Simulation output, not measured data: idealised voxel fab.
The document below concerns the process module designated voxel gate over fins.
Shown is cross-section cut, with a width of 225 nm and square cells of size 5 nm.
Just so we're on the same page, the cross-sections are grids of square cells, and they're listed out in bands top to bottom, each band one or more rows deep. In this notation a band is specified by the heights of its top and bottom, in that order and in nm, after which its materials appear from left to right, each paired with its width in nm. The word "all across" attached to a single material means that material fills the band from edge to edge; the word "blank" stands for empty space. Heights from 0 (as-received wafer is one material below). Bottom band endless downward, as "0..down". Width "30..40": first value at the band's top row of cells, second value at its bottom row, equal change from row to row. Basically "remained the same" means that step didn't change any cell in the cross-section. The label "Closed void roster" introduces a list of the empty spaces, 8 cells or larger, that have no open way up to the top; each entry in it reads width x height at distance, where the distance is taken from the left edge and all three are stated in nm. Step line, after settings: the simulator's comment on this step. overlay nm: right-of-plan distance of the mask on a masked step; negative values mean left-of-plan.

**Below is the list of planned process steps**
step 1: RECEIVE [material Si]
step 2: CONFORMAL_DEP [material SiN] [thk nm 5]
step 3: PATTERN [tone cover] [mask id FINS] [material resist] [width nm 15] [pitch nm 45] [thk nm 15] [overlay nm 0]
step 4: DIRECTIONAL_ETCH [etch materials SiN] [depth nm 5]
step 5: DIRECTIONAL_ETCH [etch materials Si] [depth nm 30]
step 6: STRIP [etch materials resist]
step 7: OXIDIZE [depth nm 5]
step 8: FILL_DEP [material SiO2] [thk nm 10]
step 9: CMP [height nm 5]
step 10: SELECTIVE_ETCH [etch materials SiO2] [depth nm 20]
step 11: STRIP [etch materials SiN]
step 12: CONFORMAL_DEP [material HfO2] [thk nm 5]
step 13: CONFORMAL_DEP [material TiN] [thk nm 5]
step 14: CONFORMAL_DEP [material TiAl] [thk nm 5]
step 15: CONFORMAL_DEP [material TiN] [thk nm 5]
step 16: FILL_DEP [material W] [thk nm 15]
step 17: CMP [height nm 30]
step 18: CONFORMAL_DEP [material SiCN] [thk nm 5]

**First of two wafers, with the run carried out as planned**

**Delivered wafer in cross-section: state after step 1**
- 0..down: Si all across
- Closed void roster: none

**Step 2 complete: cross-section through the wafer**
- 5..0: SiN all across
- Everything below 0 is unchanged.

**Step 3 complete: cross-section through the wafer**
- 20..5: 35 nm blank / 15 nm resist / 30 nm blank / 15 nm resist / 30 nm blank / 15 nm resist / 30 nm blank / 15 nm resist / 40 nm blank
- Everything below 5 is unchanged.

**Step 4 complete: cross-section through the wafer**
- 20..5: 35 nm blank / 15 nm resist / 30 nm blank / 15 nm resist / 30 nm blank / 15 nm resist / 30 nm blank / 15 nm resist / 40 nm blank
- 5..0: 35 nm blank / 15 nm SiN / 30 nm blank / 15 nm SiN / 30 nm blank / 15 nm SiN / 30 nm blank / 15 nm SiN / 40 nm blank
- Everything below 0 is unchanged.

**Step 5 complete: cross-section through the wafer**
- 20..5: 35 nm blank / 15 nm resist / 30 nm blank / 15 nm resist / 30 nm blank / 15 nm resist / 30 nm blank / 15 nm resist / 40 nm blank
- 5..0: 35 nm blank / 15 nm SiN / 30 nm blank / 15 nm SiN / 30 nm blank / 15 nm SiN / 30 nm blank / 15 nm SiN / 40 nm blank
- 0..-30: 35 nm blank / 15 nm Si / 30 nm blank / 15 nm Si / 30 nm blank / 15 nm Si / 30 nm blank / 15 nm Si / 40 nm blank
- Everything below -30 is unchanged.

**Step 6 complete: cross-section through the wafer**
- 5..0: 35 nm blank / 15 nm SiN / 30 nm blank / 15 nm SiN / 30 nm blank / 15 nm SiN / 30 nm blank / 15 nm SiN / 40 nm blank
- Everything below 0 is unchanged.

**Step 7 complete: cross-section through the wafer**
- 5..0: 35 nm blank / 15 nm SiN / 30 nm blank / 15 nm SiN / 30 nm blank / 15 nm SiN / 30 nm blank / 15 nm SiN / 40 nm blank
- 0..-30: 35 nm blank / 5 nm SiO2 / 5 nm Si / 5 nm SiO2 / 30 nm blank / 5 nm SiO2 / 5 nm Si / 5 nm SiO2 / 30 nm blank / 5 nm SiO2 / 5 nm Si / 5 nm SiO2 / 30 nm blank / 5 nm SiO2 / 5 nm Si / 5 nm SiO2 / 40 nm blank
- -30..-35: 40 nm SiO2 / 5 nm Si / 40 nm SiO2 / 5 nm Si / 40 nm SiO2 / 5 nm Si / 40 nm SiO2 / 5 nm Si / 45 nm SiO2
- Everything below -35 is unchanged.

**Step 8 complete: cross-section through the wafer**
- 15..5: SiO2 all across
- 5..0: 35 nm SiO2 / 15 nm SiN / 30 nm SiO2 / 15 nm SiN / 30 nm SiO2 / 15 nm SiN / 30 nm SiO2 / 15 nm SiN / 40 nm SiO2
- 0..-35: 40 nm SiO2 / 5 nm Si / 40 nm SiO2 / 5 nm Si / 40 nm SiO2 / 5 nm Si / 40 nm SiO2 / 5 nm Si / 45 nm SiO2
- Everything below -35 is unchanged.

**Step 9 complete: cross-section through the wafer**
- 5..0: 35 nm SiO2 / 15 nm SiN / 30 nm SiO2 / 15 nm SiN / 30 nm SiO2 / 15 nm SiN / 30 nm SiO2 / 15 nm SiN / 40 nm SiO2
- Everything below 0 is unchanged.

**Step 10 complete: cross-section through the wafer**
- 5..0: 35 nm blank / 15 nm SiN / 30 nm blank / 15 nm SiN / 30 nm blank / 15 nm SiN / 30 nm blank / 15 nm SiN / 40 nm blank
- 0..-15: 40 nm blank / 5 nm Si / 40 nm blank / 5 nm Si / 40 nm blank / 5 nm Si / 40 nm blank / 5 nm Si / 45 nm blank
- Everything below -15 is unchanged.

**Step 11 complete: cross-section through the wafer**
- 0..-15: 40 nm blank / 5 nm Si / 40 nm blank / 5 nm Si / 40 nm blank / 5 nm Si / 40 nm blank / 5 nm Si / 45 nm blank
- Everything below -15 is unchanged.

**Step 12 complete: cross-section through the wafer**
- 5..0: 35 nm blank / 15 nm HfO2 / 30 nm blank / 15 nm HfO2 / 30 nm blank / 15 nm HfO2 / 30 nm blank / 15 nm HfO2 / 40 nm blank
- 0..-10: 35 nm blank / 5 nm HfO2 / 5 nm Si / 5 nm HfO2 / 30 nm blank / 5 nm HfO2 / 5 nm Si / 5 nm HfO2 / 30 nm blank / 5 nm HfO2 / 5 nm Si / 5 nm HfO2 / 30 nm blank / 5 nm HfO2 / 5 nm Si / 5 nm HfO2 / 40 nm blank
- -10..-15: 40 nm HfO2 / 5 nm Si / 40 nm HfO2 / 5 nm Si / 40 nm HfO2 / 5 nm Si / 40 nm HfO2 / 5 nm Si / 45 nm HfO2
- Everything below -15 is unchanged.

**Step 13 complete: cross-section through the wafer**
- 10..5: 30 nm blank / 25 nm TiN / 20 nm blank / 25 nm TiN / 20 nm blank / 25 nm TiN / 20 nm blank / 25 nm TiN / 35 nm blank
- 5..0: 30 nm blank / 5 nm TiN / 15 nm HfO2 / 5 nm TiN / 20 nm blank / 5 nm TiN / 15 nm HfO2 / 5 nm TiN / 20 nm blank / 5 nm TiN / 15 nm HfO2 / 5 nm TiN / 20 nm blank / 5 nm TiN / 15 nm HfO2 / 5 nm TiN / 35 nm blank
- 0..-5: 30 nm blank / 5 nm TiN / 5 nm HfO2 / 5 nm Si / 5 nm HfO2 / 5 nm TiN / 20 nm blank / 5 nm TiN / 5 nm HfO2 / 5 nm Si / 5 nm HfO2 / 5 nm TiN / 20 nm blank / 5 nm TiN / 5 nm HfO2 / 5 nm Si / 5 nm HfO2 / 5 nm TiN / 20 nm blank / 5 nm TiN / 5 nm HfO2 / 5 nm Si / 5 nm HfO2 / 5 nm TiN / 35 nm blank
- -5..-10: 35 nm TiN / 5 nm HfO2 / 5 nm Si / 5 nm HfO2 / 30 nm TiN / 5 nm HfO2 / 5 nm Si / 5 nm HfO2 / 30 nm TiN / 5 nm HfO2 / 5 nm Si / 5 nm HfO2 / 30 nm TiN / 5 nm HfO2 / 5 nm Si / 5 nm HfO2 / 40 nm TiN
- Everything below -10 is unchanged.

**Step 14 complete: cross-section through the wafer**
- 15..10: 25 nm blank / 35 nm TiAl / 10 nm blank / 35 nm TiAl / 10 nm blank / 35 nm TiAl / 10 nm blank / 35 nm TiAl / 30 nm blank
- 10..5: 25 nm blank / 5 nm TiAl / 25 nm TiN / 5 nm TiAl / 10 nm blank / 5 nm TiAl / 25 nm TiN / 5 nm TiAl / 10 nm blank / 5 nm TiAl / 25 nm TiN / 5 nm TiAl / 10 nm blank / 5 nm TiAl / 25 nm TiN / 5 nm TiAl / 30 nm blank
- 5..0: 25 nm blank / 5 nm TiAl / 5 nm TiN / 15 nm HfO2 / 5 nm TiN / 5 nm TiAl / 10 nm blank / 5 nm TiAl / 5 nm TiN / 15 nm HfO2 / 5 nm TiN / 5 nm TiAl / 10 nm blank / 5 nm TiAl / 5 nm TiN / 15 nm HfO2 / 5 nm TiN / 5 nm TiAl / 10 nm blank / 5 nm TiAl / 5 nm TiN / 15 nm HfO2 / 5 nm TiN / 5 nm TiAl / 30 nm blank
- 0..-5: 30 nm TiAl / 5 nm TiN / 5 nm HfO2 / 5 nm Si / 5 nm HfO2 / 5 nm TiN / 20 nm TiAl / 5 nm TiN / 5 nm HfO2 / 5 nm Si / 5 nm HfO2 / 5 nm TiN / 20 nm TiAl / 5 nm TiN / 5 nm HfO2 / 5 nm Si / 5 nm HfO2 / 5 nm TiN / 20 nm TiAl / 5 nm TiN / 5 nm HfO2 / 5 nm Si / 5 nm HfO2 / 5 nm TiN / 35 nm TiAl
- Everything below -5 is unchanged.

**Step 15 complete: cross-section through the wafer**
- 20..15: 20 nm blank / 180 nm TiN / 25 nm blank
- 15..10: 20 nm blank / 5 nm TiN / 35 nm TiAl / 10 nm TiN / 35 nm TiAl / 10 nm TiN / 35 nm TiAl / 10 nm TiN / 35 nm TiAl / 5 nm TiN / 25 nm blank
- 10..5: 20 nm blank / 5 nm TiN / 5 nm TiAl / 25 nm TiN / 5 nm TiAl / 10 nm TiN / 5 nm TiAl / 25 nm TiN / 5 nm TiAl / 10 nm TiN / 5 nm TiAl / 25 nm TiN / 5 nm TiAl / 10 nm TiN / 5 nm TiAl / 25 nm TiN / 5 nm TiAl / 5 nm TiN / 25 nm blank
- 5..0: 25 nm TiN / 5 nm TiAl / 5 nm TiN / 15 nm HfO2 / 5 nm TiN / 5 nm TiAl / 10 nm TiN / 5 nm TiAl / 5 nm TiN / 15 nm HfO2 / 5 nm TiN / 5 nm TiAl / 10 nm TiN / 5 nm TiAl / 5 nm TiN / 15 nm HfO2 / 5 nm TiN / 5 nm TiAl / 10 nm TiN / 5 nm TiAl / 5 nm TiN / 15 nm HfO2 / 5 nm TiN / 5 nm TiAl / 30 nm TiN
- Everything below 0 is unchanged.

**Step 16 complete: cross-section through the wafer**
- 35..20: W all across
- 20..15: 20 nm W / 180 nm TiN / 25 nm W
- 15..10: 20 nm W / 5 nm TiN / 35 nm TiAl / 10 nm TiN / 35 nm TiAl / 10 nm TiN / 35 nm TiAl / 10 nm TiN / 35 nm TiAl / 5 nm TiN / 25 nm W
- 10..5: 20 nm W / 5 nm TiN / 5 nm TiAl / 25 nm TiN / 5 nm TiAl / 10 nm TiN / 5 nm TiAl / 25 nm TiN / 5 nm TiAl / 10 nm TiN / 5 nm TiAl / 25 nm TiN / 5 nm TiAl / 10 nm TiN / 5 nm TiAl / 25 nm TiN / 5 nm TiAl / 5 nm TiN / 25 nm W
- Everything below 5 is unchanged.

**Step 17 complete: cross-section through the wafer**
- 30..20: W all across
- Everything below 20 is unchanged.

**Step 18 complete: cross-section through the wafer**
- 35..30: SiCN all across
- Everything below 30 is unchanged.

**Notes, second wafer: start = first wafer's, plan = first wafer's, execution had one mistake; history identical to first through step 13**

**The second wafer in cross-section, at the planned close of step 14**
- 25..10: 15 nm blank / 190 nm TiAl / 20 nm blank
- 10..5: 30 nm TiAl / 25 nm TiN / 20 nm TiAl / 25 nm TiN / 20 nm TiAl / 25 nm TiN / 20 nm TiAl / 25 nm TiN / 35 nm TiAl
- 5..0: 30 nm TiAl / 5 nm TiN / 15 nm HfO2 / 5 nm TiN / 20 nm TiAl / 5 nm TiN / 15 nm HfO2 / 5 nm TiN / 20 nm TiAl / 5 nm TiN / 15 nm HfO2 / 5 nm TiN / 20 nm TiAl / 5 nm TiN / 15 nm HfO2 / 5 nm TiN / 35 nm TiAl
- 0..-5: 30 nm TiAl / 5 nm TiN / 5 nm HfO2 / 5 nm Si / 5 nm HfO2 / 5 nm TiN / 20 nm TiAl / 5 nm TiN / 5 nm HfO2 / 5 nm Si / 5 nm HfO2 / 5 nm TiN / 20 nm TiAl / 5 nm TiN / 5 nm HfO2 / 5 nm Si / 5 nm HfO2 / 5 nm TiN / 20 nm TiAl / 5 nm TiN / 5 nm HfO2 / 5 nm Si / 5 nm HfO2 / 5 nm TiN / 35 nm TiAl
- Everything below -5 is unchanged.

**The second wafer in cross-section, at the planned close of step 15**
- 30..25: 10 nm blank / 200 nm TiN / 15 nm blank
- 25..15: 10 nm blank / 5 nm TiN / 190 nm TiAl / 5 nm TiN / 15 nm blank
- 15..10: 15 nm TiN / 190 nm TiAl / 20 nm TiN
- Everything below 10 is unchanged.

**The second wafer in cross-section, at the planned close of step 16**
- 45..30: W all across
- 30..25: 10 nm W / 200 nm TiN / 15 nm W
- 25..15: 10 nm W / 5 nm TiN / 190 nm TiAl / 5 nm TiN / 15 nm W
- Everything below 15 is unchanged.

**The second wafer in cross-section, at the planned close of step 17**
- 30..25: 10 nm W / 200 nm TiN / 15 nm W
- Everything below 25 is unchanged.

**The second wafer in cross-section, at the planned close of step 18**
- 35..30: SiCN all across
- Everything below 30 is unchanged.
Run error: so step 14 ended up running with a different setting than we planned, it ran as CONFORMAL_DEP [material TiAl] [thk nm 15]
Heads up, by the end the second wafer has more or fewer cells of some materials compared to the first: TiAl: 120 more, TiN: 18 fewer, W: 102 fewer
